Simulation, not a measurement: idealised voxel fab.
process module | voxel quadruple lines
cross-section cut | 260 nm wide | cells 5 nm
A cross-section is a grid of square cells, given in bands from the top down. A band is one or more rows of cells.
Each band's line starts with the height of the band's top and of its bottom, in nm. Then come its materials from left to right, each with its width in nm. One material with "throughout" fills the band from edge to edge. "air" is empty space.
Height 0 is the level under which the wafer as received is all one material. The lowest band goes on downwards, as in "0 down".
A width such as "30 to 40" changes by the same amount from each row of cells to the next, from the band's top row to its bottom row.
"no change" after a step means that no cell of the cross-section changed.
closed voids: empty space of 8 cells or more with no open way to the top, each as width x height at its distance from the left edge, in nm
after a step's settings: what the simulator itself notes on the step
overlay nm, on a step with a mask: how far to the right of its planned place the mask lay; to the left if negative
plan
1 op RECEIVE | material Si
2 op CONFORMAL_DEP | material Al2O3 | thk nm 5
3 op DIRECTIONAL_DEP | material W | thk nm 15
4 op DIRECTIONAL_DEP | material polySi | thk nm 20
5 op DIRECTIONAL_DEP | material aC | thk nm 20
6 op PATTERN | tone cover | mask id MANDREL | material resist | width nm 20 | thk nm 30 | overlay nm 0
7 op DIRECTIONAL_ETCH | etch materials aC | depth nm 20
8 op STRIP | etch materials resist
9 op CONFORMAL_DEP | material SiO2 | thk nm 10
10 op DIRECTIONAL_ETCH | etch materials SiO2 | depth nm 10
11 op STRIP | etch materials aC
12 op DIRECTIONAL_ETCH | etch materials polySi | depth nm 20
13 op STRIP | etch materials SiO2
14 op CONFORMAL_DEP | material SiCN | thk nm 5
15 op DIRECTIONAL_ETCH | etch materials SiCN | depth nm 5
16 op STRIP | etch materials polySi
17 op DIRECTIONAL_ETCH | etch materials W | depth nm 15
18 op STRIP | etch materials SiCN
as received, after step 1
  0 down: Si throughout
  closed voids: none
a wafer at the end: this start, this plan, one mistake
  40 to 20: aC throughout
  20 to 5: W throughout
  5 to 0: Al2O3 throughout
  0 down: Si throughout
  closed voids: none
what went wrong: steps 4 and 5 were swapped
